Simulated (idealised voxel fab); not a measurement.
process module | voxel transistor to metal
cross-section cut | 195 nm wide | cells 5 nm
A cross-section is a grid of square cells, given in bands from the top down. A band is one or more rows of cells.
Each band's line starts with the height of the band's top and of its bottom, in nm. Then come its materials from left to right, each with its width in nm. One material with "throughout" fills the band from edge to edge. "air" is empty space.
Height 0 is the level under which the wafer as received is all one material. The lowest band goes on downwards, as in "0 down".
A width such as "30 to 40" changes by the same amount from each row of cells to the next, from the band's top row to its bottom row.
"no change" after a step means that no cell of the cross-section changed.
closed voids: empty space of 8 cells or more with no open way to the top, each as width x height at its distance from the left edge, in nm
after a step's settings: what the simulator itself notes on the step
overlay nm, on a step with a mask: how far to the right of its planned place the mask lay; to the left if negative
plan
1 op RECEIVE | material Si
2 op OXIDIZE | depth nm 5
3 op CONFORMAL_DEP | material SiN | thk nm 10
4 op DIRECTIONAL_DEP | material aC | thk nm 15
5 op PATTERN | tone cover | mask id ACTIVE | material resist | width nm 130 | thk nm 30 | overlay nm 0
6 op DIRECTIONAL_ETCH | etch materials aC | depth nm 15
7 op STRIP | etch materials resist
8 op DIRECTIONAL_ETCH | etch materials SiN | depth nm 10
9 op DIRECTIONAL_ETCH | etch materials SiO2 | depth nm 5
10 op DIRECTIONAL_ETCH | etch materials Si | depth nm 30
11 op STRIP | etch materials aC
12 op FILL_DEP | material SiO2 | thk nm 5
13 op CMP | height nm 10
14 op SELECTIVE_ETCH | etch materials SiO2 | depth nm 10
15 op STRIP | etch materials SiN
16 op SELECTIVE_ETCH | etch materials SiO2 | depth nm 5
17 op OXIDIZE | depth nm 5
18 op DIRECTIONAL_DEP | material polySi | thk nm 30
19 op DIRECTIONAL_DEP | material SiCN | thk nm 10
20 op DIRECTIONAL_DEP | material aC | thk nm 15
21 op PATTERN | tone cover | mask id GATE | material resist | width nm 30 | thk nm 30 | overlay nm 0
22 op DIRECTIONAL_ETCH | etch materials aC | depth nm 15
23 op STRIP | etch materials resist
24 op DIRECTIONAL_ETCH | etch materials SiCN | depth nm 20
25 op DIRECTIONAL_ETCH | etch materials polySi | depth nm 40
26 op STRIP | etch materials aC
27 op CONFORMAL_DEP | material SiN | thk nm 10
28 op DIRECTIONAL_ETCH | etch materials SiN | depth nm 10
29 op DIRECTIONAL_ETCH | etch materials SiO2 | depth nm 5
30 op DIRECTIONAL_ETCH | etch materials Si | depth nm 10
31 op EPI | material pSi | thk nm 10
32 op FILL_DEP | material SiO2 | thk nm 10
33 op CMP | height nm 25
34 op STRIP | etch materials polySi
35 op SELECTIVE_ETCH | etch materials SiO2 | depth nm 5
36 op CONFORMAL_DEP | material HfO2 | thk nm 5
37 op CONFORMAL_DEP | material TiN | thk nm 5
38 op FILL_DEP | material W | thk nm 10
39 op CMP | height nm 20
40 op DIRECTIONAL_DEP | material SiO2 | thk nm 10
41 op PATTERN | tone open | mask id CONTACT | material resist | width nm 20 | pitch nm 90 | thk nm 20 | overlay nm 0
42 op DIRECTIONAL_ETCH | etch materials SiO2 | depth nm 40
43 op STRIP | etch materials resist
44 op CONFORMAL_DEP | material TiN | thk nm 5
45 op FILL_DEP | material W | thk nm 10
46 op CMP | height nm 30
47 op DIRECTIONAL_DEP | material TiN | thk nm 5
48 op DIRECTIONAL_DEP | material Ru | thk nm 25
49 op MASKED_ETCH | tone cover | mask id METAL_1 | width nm 20 | pitch nm 90 | etch materials Ru | depth nm 25 | overlay nm 0
50 op MASKED_ETCH | tone cover | mask id METAL_1 | width nm 20 | pitch nm 90 | etch materials TiN | depth nm 5 | overlay nm 0
51 op CONFORMAL_DEP | material SiN | thk nm 5
52 op FILL_DEP | material SiO2 | thk nm 5
53 op CMP | height nm 60
54 op CONFORMAL_DEP | material SiCN | thk nm 5
first wafer, as planned
as received, after step 1
  0 down: Si throughout
  closed voids: none
after step 2
  0 to -5: SiO2 throughout
  below -5: unchanged
after step 3
  10 to 0: SiN throughout
  below 0: unchanged
after step 4
  25 to 10: aC throughout
  below 10: unchanged
after step 5
  55 to 25: air 30 | resist 130 | air 35
  below 25: unchanged
after step 6
  40 to 25: air 30 | resist 130 | air 35
  25 to 10: air 30 | aC 130 | air 35
  below 10: unchanged
after step 7
  25 to 10: air 30 | aC 130 | air 35
  below 10: unchanged
after step 8
  25 to 10: air 30 | aC 130 | air 35
  10 to 0: air 30 | SiN 130 | air 35
  below 0: unchanged
after step 9
  25 to 10: air 30 | aC 130 | air 35
  10 to 0: air 30 | SiN 130 | air 35
  0 to -5: air 30 | SiO2 130 | air 35
  below -5: unchanged
after step 10
  25 to 10: air 30 | aC 130 | air 35
  10 to 0: air 30 | SiN 130 | air 35
  0 to -5: air 30 | SiO2 130 | air 35
  -5 to -35: air 30 | Si 130 | air 35
  below -35: unchanged
after step 11
  10 to 0: air 30 | SiN 130 | air 35
  below 0: unchanged
after step 12
  15 to 10: SiO2 throughout
  10 to 0: SiO2 30 | SiN 130 | SiO2 35
  0 to -5: SiO2 throughout
  -5 to -35: SiO2 30 | Si 130 | SiO2 35
  below -35: unchanged
after step 13
  10 to 0: SiO2 30 | SiN 130 | SiO2 35
  below 0: unchanged
after step 14
  10 to 0: air 30 | SiN 130 | air 35
  below 0: unchanged
after step 15
  0 to -5: SiO2 throughout
  below -5: unchanged
after step 16
  -5 to -35: SiO2 30 | Si 130 | SiO2 35
  below -35: unchanged
after step 17
  -5 to -10: SiO2 throughout
  below -10: unchanged
after step 18
  25 to -5: polySi throughout
  below -5: unchanged
after step 19
  35 to 25: SiCN throughout
  below 25: unchanged
after step 20
  50 to 35: aC throughout
  below 35: unchanged
after step 21
  80 to 50: air 80 | resist 30 | air 85
  below 50: unchanged
after step 22
  65 to 50: air 80 | resist 30 | air 85
  50 to 35: air 80 | aC 30 | air 85
  below 35: unchanged
after step 23
  50 to 35: air 80 | aC 30 | air 85
  below 35: unchanged
after step 24
  50 to 35: air 80 | aC 30 | air 85
  35 to 25: air 80 | SiCN 30 | air 85
  below 25: unchanged
after step 25
  50 to 35: air 80 | aC 30 | air 85
  35 to 25: air 80 | SiCN 30 | air 85
  25 to -5: air 80 | polySi 30 | air 85
  below -5: unchanged
after step 26
  35 to 25: air 80 | SiCN 30 | air 85
  below 25: unchanged
after step 27
  45 to 35: air 70 | SiN 50 | air 75
  35 to 25: air 70 | SiN 10 | SiCN 30 | SiN 10 | air 75
  25 to 5: air 70 | SiN 10 | polySi 30 | SiN 10 | air 75
  5 to -5: SiN 80 | polySi 30 | SiN 85
  below -5: unchanged
after step 28
  35 to 25: air 70 | SiN 10 | SiCN 30 | SiN 10 | air 75
  25 to -5: air 70 | SiN 10 | polySi 30 | SiN 10 | air 75
  below -5: unchanged
after step 29
  35 to 25: air 70 | SiN 10 | SiCN 30 | SiN 10 | air 75
  25 to -5: air 70 | SiN 10 | polySi 30 | SiN 10 | air 75
  -5 to -10: air 70 | SiO2 50 | air 75
  below -10: unchanged
after step 30
  35 to 25: air 70 | SiN 10 | SiCN 30 | SiN 10 | air 75
  25 to -5: air 70 | SiN 10 | polySi 30 | SiN 10 | air 75
  -5 to -10: air 70 | SiO2 50 | air 75
  -10 to -20: SiO2 30 | air 40 | Si 50 | air 40 | SiO2 35
  below -20: unchanged
after step 31
  35 to 25: air 70 | SiN 10 | SiCN 30 | SiN 10 | air 75
  25 to 0: air 70 | SiN 10 | polySi 30 | SiN 10 | air 75
  0 to -5: air 60 | pSi 10 | SiN 10 | polySi 30 | SiN 10 | pSi 10 | air 65
  -5 to -10: air 60 | pSi 10 | SiO2 50 | pSi 10 | air 65
  -10 to -20: SiO2 30 | pSi 40 | Si 50 | pSi 40 | SiO2 35
  below -20: unchanged
after step 32
  45 to 35: SiO2 throughout
  35 to 25: SiO2 70 | SiN 10 | SiCN 30 | SiN 10 | SiO2 75
  25 to 0: SiO2 70 | SiN 10 | polySi 30 | SiN 10 | SiO2 75
  0 to -5: SiO2 60 | pSi 10 | SiN 10 | polySi 30 | SiN 10 | pSi 10 | SiO2 65
  -5 to -10: SiO2 60 | pSi 10 | SiO2 50 | pSi 10 | SiO2 65
  below -10: unchanged
after step 33
  25 to 0: SiO2 70 | SiN 10 | polySi 30 | SiN 10 | SiO2 75
  below 0: unchanged
after step 34
  25 to 0: SiO2 70 | SiN 10 | air 30 | SiN 10 | SiO2 75
  0 to -5: SiO2 60 | pSi 10 | SiN 10 | air 30 | SiN 10 | pSi 10 | SiO2 65
  below -5: unchanged
after step 35
  25 to 20: air 70 | SiN 10 | air 30 | SiN 10 | air 75
  20 to 0: SiO2 70 | SiN 10 | air 30 | SiN 10 | SiO2 75
  0 to -5: SiO2 60 | pSi 10 | SiN 10 | air 30 | SiN 10 | pSi 10 | SiO2 65
  -5 to -10: SiO2 60 | pSi 10 | SiO2 5 | air 40 | SiO2 5 | pSi 10 | SiO2 65
  below -10: unchanged
after step 36
  30 to 25: air 65 | HfO2 20 | air 20 | HfO2 20 | air 70
  25 to 20: HfO2 70 | SiN 10 | HfO2 5 | air 20 | HfO2 5 | SiN 10 | HfO2 75
  20 to 0: SiO2 70 | SiN 10 | HfO2 5 | air 20 | HfO2 5 | SiN 10 | SiO2 75
  0 to -5: SiO2 60 | pSi 10 | SiN 10 | HfO2 5 | air 20 | HfO2 5 | SiN 10 | pSi 10 | SiO2 65
  -5 to -10: SiO2 60 | pSi 10 | SiO2 5 | HfO2 40 | SiO2 5 | pSi 10 | SiO2 65
  below -10: unchanged
after step 37
  35 to 30: air 60 | TiN 30 | air 10 | TiN 30 | air 65
  30 to 25: TiN 65 | HfO2 20 | TiN 5 | air 10 | TiN 5 | HfO2 20 | TiN 70
  25 to 20: HfO2 70 | SiN 10 | HfO2 5 | TiN 5 | air 10 | TiN 5 | HfO2 5 | SiN 10 | HfO2 75
  20 to 0: SiO2 70 | SiN 10 | HfO2 5 | TiN 5 | air 10 | TiN 5 | HfO2 5 | SiN 10 | SiO2 75
  0 to -5: SiO2 60 | pSi 10 | SiN 10 | HfO2 5 | TiN 20 | HfO2 5 | SiN 10 | pSi 10 | SiO2 65
  below -5: unchanged
after step 38
  45 to 35: W throughout
  35 to 30: W 60 | TiN 30 | W 10 | TiN 30 | W 65
  30 to 25: TiN 65 | HfO2 20 | TiN 5 | W 10 | TiN 5 | HfO2 20 | TiN 70
  25 to 20: HfO2 70 | SiN 10 | HfO2 5 | TiN 5 | W 10 | TiN 5 | HfO2 5 | SiN 10 | HfO2 75
  20 to 0: SiO2 70 | SiN 10 | HfO2 5 | TiN 5 | W 10 | TiN 5 | HfO2 5 | SiN 10 | SiO2 75
  below 0: unchanged
after step 39
  20 to 0: SiO2 70 | SiN 10 | HfO2 5 | TiN 5 | W 10 | TiN 5 | HfO2 5 | SiN 10 | SiO2 75
  below 0: unchanged
after step 40
  30 to 20: SiO2 throughout
  below 20: unchanged
after step 41
  50 to 30: resist 40 | air 20 | resist 70 | air 20 | resist 45
  below 30: unchanged
after step 42
  50 to 30: resist 40 | air 20 | resist 70 | air 20 | resist 45
  30 to 20: SiO2 40 | air 20 | SiO2 70 | air 20 | SiO2 45
  20 to 0: SiO2 40 | air 20 | SiO2 10 | SiN 10 | HfO2 5 | TiN 5 | W 10 | TiN 5 | HfO2 5 | SiN 10 | SiO2 10 | air 20 | SiO2 45
  0 to -5: SiO2 40 | air 20 | pSi 10 | SiN 10 | HfO2 5 | TiN 20 | HfO2 5 | SiN 10 | pSi 10 | air 20 | SiO2 45
  -5 to -10: SiO2 40 | air 20 | pSi 10 | SiO2 5 | HfO2 40 | SiO2 5 | pSi 10 | air 20 | SiO2 45
  below -10: unchanged
after step 43
  30 to 20: SiO2 40 | air 20 | SiO2 70 | air 20 | SiO2 45
  below 20: unchanged
after step 44
  35 to 30: TiN 45 | air 10 | TiN 80 | air 10 | TiN 50
  30 to 20: SiO2 40 | TiN 5 | air 10 | TiN 5 | SiO2 70 | TiN 5 | air 10 | TiN 5 | SiO2 45
  20 to 0: SiO2 40 | TiN 5 | air 10 | TiN 5 | SiO2 10 | SiN 10 | HfO2 5 | TiN 5 | W 10 | TiN 5 | HfO2 5 | SiN 10 | SiO2 10 | TiN 5 | air 10 | TiN 5 | SiO2 45
  0 to -5: SiO2 40 | TiN 5 | air 10 | TiN 5 | pSi 10 | SiN 10 | HfO2 5 | TiN 20 | HfO2 5 | SiN 10 | pSi 10 | TiN 5 | air 10 | TiN 5 | SiO2 45
  -5 to -10: SiO2 40 | TiN 20 | pSi 10 | SiO2 5 | HfO2 40 | SiO2 5 | pSi 10 | TiN 20 | SiO2 45
  below -10: unchanged
after step 45
  45 to 35: W throughout
  35 to 30: TiN 45 | W 10 | TiN 80 | W 10 | TiN 50
  30 to 20: SiO2 40 | TiN 5 | W 10 | TiN 5 | SiO2 70 | TiN 5 | W 10 | TiN 5 | SiO2 45
  20 to 0: SiO2 40 | TiN 5 | W 10 | TiN 5 | SiO2 10 | SiN 10 | HfO2 5 | TiN 5 | W 10 | TiN 5 | HfO2 5 | SiN 10 | SiO2 10 | TiN 5 | W 10 | TiN 5 | SiO2 45
  0 to -5: SiO2 40 | TiN 5 | W 10 | TiN 5 | pSi 10 | SiN 10 | HfO2 5 | TiN 20 | HfO2 5 | SiN 10 | pSi 10 | TiN 5 | W 10 | TiN 5 | SiO2 45
  below -5: unchanged
after step 46
  30 to 20: SiO2 40 | TiN 5 | W 10 | TiN 5 | SiO2 70 | TiN 5 | W 10 | TiN 5 | SiO2 45
  below 20: unchanged
after step 47
  35 to 30: TiN throughout
  below 30: unchanged
after step 48
  60 to 35: Ru throughout
  below 35: unchanged
after step 49
  60 to 35: air 40 | Ru 20 | air 70 | Ru 20 | air 45
  below 35: unchanged
after step 50
  60 to 35: air 40 | Ru 20 | air 70 | Ru 20 | air 45
  35 to 30: air 40 | TiN 20 | air 70 | TiN 20 | air 45
  below 30: unchanged
after step 51
  65 to 60: air 35 | SiN 30 | air 60 | SiN 30 | air 40
  60 to 35: air 35 | SiN 5 | Ru 20 | SiN 5 | air 60 | SiN 5 | Ru 20 | SiN 5 | air 40
  35 to 30: SiN 40 | TiN 20 | SiN 70 | TiN 20 | SiN 45
  below 30: unchanged
after step 52
  70 to 65: SiO2 throughout
  65 to 60: SiO2 35 | SiN 30 | SiO2 60 | SiN 30 | SiO2 40
  60 to 35: SiO2 35 | SiN 5 | Ru 20 | SiN 5 | SiO2 60 | SiN 5 | Ru 20 | SiN 5 | SiO2 40
  below 35: unchanged
after step 53
  60 to 35: SiO2 35 | SiN 5 | Ru 20 | SiN 5 | SiO2 60 | SiN 5 | Ru 20 | SiN 5 | SiO2 40
  below 35: unchanged
after step 54
  65 to 60: SiCN throughout
  below 60: unchanged
second wafer: like start, like plan, one mistake. Through step 48 it matches the first wafer
when step 49 should have ended
  60 to 35: air 30 | Ru 20 | air 70 | Ru 20 | air 55
  below 35: unchanged
when step 50 should have ended
  60 to 35: air 30 | Ru 20 | air 70 | Ru 20 | air 55
  35 to 30: air 30 | TiN 30 | air 60 | TiN 30 | air 45
  below 30: unchanged
when step 51 should have ended
  65 to 60: air 25 | SiN 30 | air 60 | SiN 30 | air 50
  60 to 40: air 25 | SiN 5 | Ru 20 | SiN 5 | air 60 | SiN 5 | Ru 20 | SiN 5 | air 50
  40 to 35: air 25 | SiN 5 | Ru 20 | SiN 15 | air 50 | SiN 5 | Ru 20 | SiN 15 | air 40
  35 to 30: SiN 30 | TiN 30 | SiN 60 | TiN 30 | SiN 45
  below 30: unchanged
when step 52 should have ended
  70 to 65: SiO2 throughout
  65 to 60: SiO2 25 | SiN 30 | SiO2 60 | SiN 30 | SiO2 50
  60 to 40: SiO2 25 | SiN 5 | Ru 20 | SiN 5 | SiO2 60 | SiN 5 | Ru 20 | SiN 5 | SiO2 50
  40 to 35: SiO2 25 | SiN 5 | Ru 20 | SiN 15 | SiO2 50 | SiN 5 | Ru 20 | SiN 15 | SiO2 40
  below 35: unchanged
when step 53 should have ended
  60 to 40: SiO2 25 | SiN 5 | Ru 20 | SiN 5 | SiO2 60 | SiN 5 | Ru 20 | SiN 5 | SiO2 50
  below 40: unchanged
when step 54 should have ended
  65 to 60: SiCN throughout
  below 60: unchanged
what went wrong: step 49 ran as: op MASKED_ETCH | tone cover | mask id METAL_1 | width nm 20 | pitch nm 90 | etch materials Ru | depth nm 25 | overlay nm -10
at the end the second wafer has, in cells: 4 fewer of SiO2 | 4 more of TiN
